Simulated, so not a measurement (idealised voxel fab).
Process module name: voxel fin reveal
Pictured: cross-section cut, 285 nm wide, on a grid of 5 nm square cells.
Each cross-section below is a grid of square cells, stated as bands in top-down order, with one or more rows of cells making up each band.
Top height, bottom height, nm. Materials left to right, width each, nm. Single material + "all across" = fills band edge to edge. "empty" = empty.
The reference from which all heights are counted is 0, the level beneath which the as-received wafer is entirely one material; the lowest band, having no lower bound, proceeds downward and is written after the example "0..down".
Top row gets the first number, bottom row gets the second, and each row in between changes by the same step: that is how a band width like "30..40" works.
Step marked "stayed the same"? Then no cell in the cross-section changed in it.
Each empty space that has no open way to the top and spans at least 8 cells appears under "Enclosed internal cavities" as width x height at distance, the distance counted from the left edge, all in nm.
Read whatever lies past the settings on a step's line as the simulator's own remark about the step.
If you see "overlay nm" on a step's line and that step has a mask, it's telling you how far right of where it was planned the mask ended up; a negative number means it went left instead.
# This section lists the process steps that were planned
1) RECEIVE (material Si)
2) CONFORMAL_DEP (material SiN; thk nm 10)
3) MASKED_ETCH (tone cover; mask id FINS; width nm 15; pitch nm 35; etch materials SiN; depth nm 10; overlay nm 0)
4) MASKED_ETCH (tone cover; mask id FINS; width nm 15; pitch nm 35; etch materials Si; depth nm 30; overlay nm 0)
5) OXIDIZE (depth nm 5)
6) FILL_DEP (material SiO2; thk nm 15)
7) CMP (height nm 10)
8) SELECTIVE_ETCH (etch materials SiO2; depth nm 30)
9) STRIP (etch materials SiN)
# As-received state of the wafer in cross-section, equivalent to post-step 1
0..down = Si all across
Enclosed internal cavities: none
# first wafer at the end, as planned
0..-20 = empty: 120; Si: 5; empty: 30; Si: 5; empty: 125
-20..-35 = SiO2: 120; Si: 5; SiO2: 30; Si: 5; SiO2: 125
-35..down = Si all across
Enclosed internal cavities: none
# Cross-sectional view: second of two wafers, end of module; start and plan identical to the first, one mistake in running
10..0 = empty: 115; SiN: 15; empty: 20; SiN: 15; empty: 120
0..-35 = empty: 120; Si: 5; empty: 30; Si: 5; empty: 125
-35..down = Si all across
Enclosed internal cavities: none
Short version of what went wrong: step 9 did not use the planned setting and instead ran as STRIP (etch materials SiO2)
In the final state, the cell counts of the second wafer exceed or fall short of those of the first for the following materials: +12 SiN; -165 SiO2
